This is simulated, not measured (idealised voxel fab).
Presented below is a process module, voxel trench capacitor.
Cross-section cut: width 175 nm, square cells of 5 nm.
When this document writes out a cross-section, it uses a grid of square cells and lists it as bands, beginning at the top and moving down, with a band standing for one or more rows of cells.
Top, bottom (nm), then materials left to right with widths (nm); lone material tagged "everywhere" fills the whole band edge to edge; "empty" = empty space.
Heights are measured from 0, the level below which the as-received wafer is all one material; the lowest band has no bottom and continues downward, written as in "0 down".
Quick explanation for "30 to 40": the width changes in equal steps down the rows of cells, from the first number in the band's top row to the second number in its bottom row.
Where the words "left unchanged" appear for a step, the cross-section shows no cell changed by that step; every cell remained as before.
Under "Closed void catalog" you'll find the enclosed gaps, the ones with no way out to the top, that are 8 cells or bigger; each reads width x height at distance, with distance counted from the left edge, everything in nm.
That trailing text on a step's line, after the settings, is the simulator's own remark on the step.
You can add "overlay nm" to a step's line. For a step with a mask, it describes how far the mask lay to the right of its planned position, and a negative number describes a lay to the left.

-- Steps in the process plan
1,op RECEIVE | material Si
2,op CONFORMAL_DEP | material SiN | thk nm 10
3,op PATTERN | tone open | mask id TRENCH | material resist | width nm 25 | pitch nm 45 | thk nm 15 | overlay nm 0
4,op DIRECTIONAL_ETCH | etch materials SiN | depth nm 10
5,op DIRECTIONAL_ETCH | etch materials Si | depth nm 40
6,op STRIP | etch materials resist
7,op CONFORMAL_DEP | material HfO2 | thk nm 5
8,op CONFORMAL_DEP | material TiN | thk nm 5
9,op FILL_DEP | material W | thk nm 5
10,op CMP | height nm 10

-- Cross-section of the wafer at receipt, which is the condition after step 1
* 0 down | Si everywhere
* Closed void catalog: none

-- This is how the wafer looks in cross-section once the module is done, given the starting state and plan above and one mistake in carrying the plan out
* 10 to 0 | 50 of SiN / 5 of HfO2 / 5 of TiN / 5 of W / 5 of TiN / 5 of HfO2 / 20 of SiN / 5 of HfO2 / 5 of TiN / 5 of W / 5 of TiN / 5 of HfO2 / 55 of SiN
* 0 to -70 | 50 of Si / 5 of HfO2 / 5 of TiN / 5 of W / 5 of TiN / 5 of HfO2 / 20 of Si / 5 of HfO2 / 5 of TiN / 5 of W / 5 of TiN / 5 of HfO2 / 55 of Si
* -70 to -75 | 50 of Si / 5 of HfO2 / 15 of TiN / 5 of HfO2 / 20 of Si / 5 of HfO2 / 15 of TiN / 5 of HfO2 / 55 of Si
* -75 to -80 | 50 of Si / 25 of HfO2 / 20 of Si / 25 of HfO2 / 55 of Si
* -80 down | Si everywhere
* Closed void catalog: none
Run error: execution of plan step 5 occurred twice
